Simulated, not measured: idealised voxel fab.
process module | voxel released beams
cross-section cut | 240 nm wide | cells 5 nm
A cross-section is a grid of square cells, given in bands from the top down. A band is one or more rows of cells.
Each band's line starts with the height of the band's top and of its bottom, in nm. Then come its materials from left to right, each with its width in nm. One material with "throughout" fills the band from edge to edge. "air" is empty space.
Height 0 is the level under which the wafer as received is all one material. The lowest band goes on downwards, as in "0 down".
A width such as "30 to 40" changes by the same amount from each row of cells to the next, from the band's top row to its bottom row.
"no change" after a step means that no cell of the cross-section changed.
closed voids: empty space of 8 cells or more with no open way to the top, each as width x height at its distance from the left edge, in nm
after a step's settings: what the simulator itself notes on the step
overlay nm, on a step with a mask: how far to the right of its planned place the mask lay; to the left if negative
plan
1 op RECEIVE | material Si
2 op CONFORMAL_DEP | material Al2O3 | thk nm 10
3 op DIRECTIONAL_DEP | material SiO2 | thk nm 10
4 op DIRECTIONAL_DEP | material aC | thk nm 15
5 op PATTERN | tone open | mask id ANCHOR | material resist | width nm 45 | thk nm 35 | overlay nm 0
6 op DIRECTIONAL_ETCH | etch materials aC | depth nm 15
7 op STRIP | etch materials resist
8 op DIRECTIONAL_ETCH | etch materials SiO2 | depth nm 10
9 op STRIP | etch materials aC
10 op CONFORMAL_DEP | material W | thk nm 15
11 op DIRECTIONAL_DEP | material aC | thk nm 15
12 op PATTERN | tone cover | mask id BEAM | material resist | width nm 110 | thk nm 30 | overlay nm 0
13 op DIRECTIONAL_ETCH | etch materials aC | depth nm 15
14 op STRIP | etch materials resist
15 op DIRECTIONAL_ETCH | etch materials W | depth nm 15
16 op STRIP | etch materials aC
17 op STRIP | etch materials SiO2
as received, after step 1
  0 down: Si throughout
  closed voids: none
a wafer at the end: this start, this plan, one mistake
  35 to 25: air 60 | W 25 | air 10 | W 75 | air 70
  25 to 20: air 60 | W 110 | air 70
  20 to 10: air 70 | W 40 | air 130
  10 to 0: Al2O3 throughout
  0 down: Si throughout
  closed voids: none
what went wrong: step 5 ran as: op PATTERN | tone open | mask id ANCHOR | material resist | width nm 40 | thk nm 35 | overlay nm 0
